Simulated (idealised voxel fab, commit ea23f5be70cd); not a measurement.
The following process module bears the name voxel self aligned vias.
Cross-section cut spans 225 nm and uses square cells 5 nm in size.
A cross-section is written here as square cells arranged in a grid, and it is given in bands from the top down, each band taking up one or more rows of cells. This entry defines a band. It first specifies the height of the band's top and the height of its bottom in nm, and then specifies the band's materials from left to right, stating each material with its width in nm. The word "throughout" identifies a single material that fills the band from edge to edge, while the word "empty" identifies empty space. For the purposes of this specification, 0 denotes the height below which the wafer in its as-received condition is composed wholly of one material, and the lowermost band, lacking a lower limit, extends downward without end, as expressed in "top 0, no bottom". Note: "30->40" means the width goes from the first number (top row of the band) to the second number (bottom row) in equal steps per row of cells. A step reported as "identical to before" is a step in which no cell of the cross-section changed. Empty spaces without an open route to the top, at least 8 cells in extent, make up the entry "Trapped voids"; each is given as width x height at distance, where the distance is measured from the left edge, and all are in nm. after a step's settings: what the simulator itself notes on the step. A step's line can hold "overlay nm"; with a mask on that step, the setting says how far right of the planned place the mask lay, while a negative setting says it lay to the left.

HERE'S WHAT THE PLANNED PROCESS STEPS LOOK LIKE
1 RECEIVE, material Si
2 CONFORMAL_DEP, material SiO2, thk nm 15
3 CONFORMAL_DEP, material SiCN, thk nm 5
4 DIRECTIONAL_DEP, material SiO2, thk nm 30
5 DIRECTIONAL_DEP, material aC, thk nm 15
6 PATTERN, tone open, mask id LINES, material resist, width nm 20, pitch nm 55, thk nm 30, overlay nm 0
7 DIRECTIONAL_ETCH, etch materials aC, depth nm 15
8 STRIP, etch materials resist
9 DIRECTIONAL_ETCH, etch materials SiO2, depth nm 30
10 STRIP, etch materials aC
11 CONFORMAL_DEP, material TiN, thk nm 5
12 FILL_DEP, material Ru, thk nm 5
13 CMP, height nm 50
14 SELECTIVE_ETCH, etch materials W Ru TiN, depth nm 5
15 FILL_DEP, material SiN, thk nm 10
16 CMP, height nm 50
17 DIRECTIONAL_DEP, material SiO2, thk nm 15
18 PATTERN, tone open, mask id VIAS, material resist, width nm 40, pitch nm 55, thk nm 15, overlay nm 0
19 DIRECTIONAL_ETCH, etch materials SiO2, depth nm 15
20 DIRECTIONAL_ETCH, etch materials SiN, depth nm 5
21 STRIP, etch materials resist
22 CONFORMAL_DEP, material TiN, thk nm 5
23 FILL_DEP, material Cu, thk nm 5
24 CMP, height nm 65
25 CONFORMAL_DEP, material SiN, thk nm 5

INCOMING WAFER IN CROSS-SECTION (STATE: AFTER STEP 1)
- top 0, no bottom | Si throughout
- Trapped voids: none

MODULE COMPLETE, CROSS-SECTION. STARTING POINT AND PLAN PER ABOVE. ONE MISTAKE MADE IN RUNNING THE MODULE
- top 70, bottom 65 | SiN throughout
- top 65, bottom 55 | Cu 60 nm | TiN 5 nm | SiO2 40 nm | TiN 5 nm | Cu 5 nm | TiN 5 nm | SiO2 40 nm | TiN 5 nm | Cu 60 nm
- top 55, bottom 50 | TiN 65 nm | SiO2 40 nm | TiN 15 nm | SiO2 40 nm | TiN 65 nm
- top 50, bottom 45 | SiO2 75 nm | SiN 20 nm | SiO2 35 nm | SiN 20 nm | SiO2 75 nm
- top 45, bottom 25 | SiO2 75 nm | TiN 5 nm | Ru 10 nm | TiN 5 nm | SiO2 35 nm | TiN 5 nm | Ru 10 nm | TiN 5 nm | SiO2 75 nm
- top 25, bottom 20 | SiO2 75 nm | TiN 20 nm | SiO2 35 nm | TiN 20 nm | SiO2 75 nm
- top 20, bottom 15 | SiCN throughout
- top 15, bottom 0 | SiO2 throughout
- top 0, no bottom | Si throughout
- Trapped voids: none
So what did we get wrong on this run? step 18 changed vs plan, executed as PATTERN, tone cover, mask id VIAS, material resist, width nm 40, pitch nm 55, thk nm 15, overlay nm 0
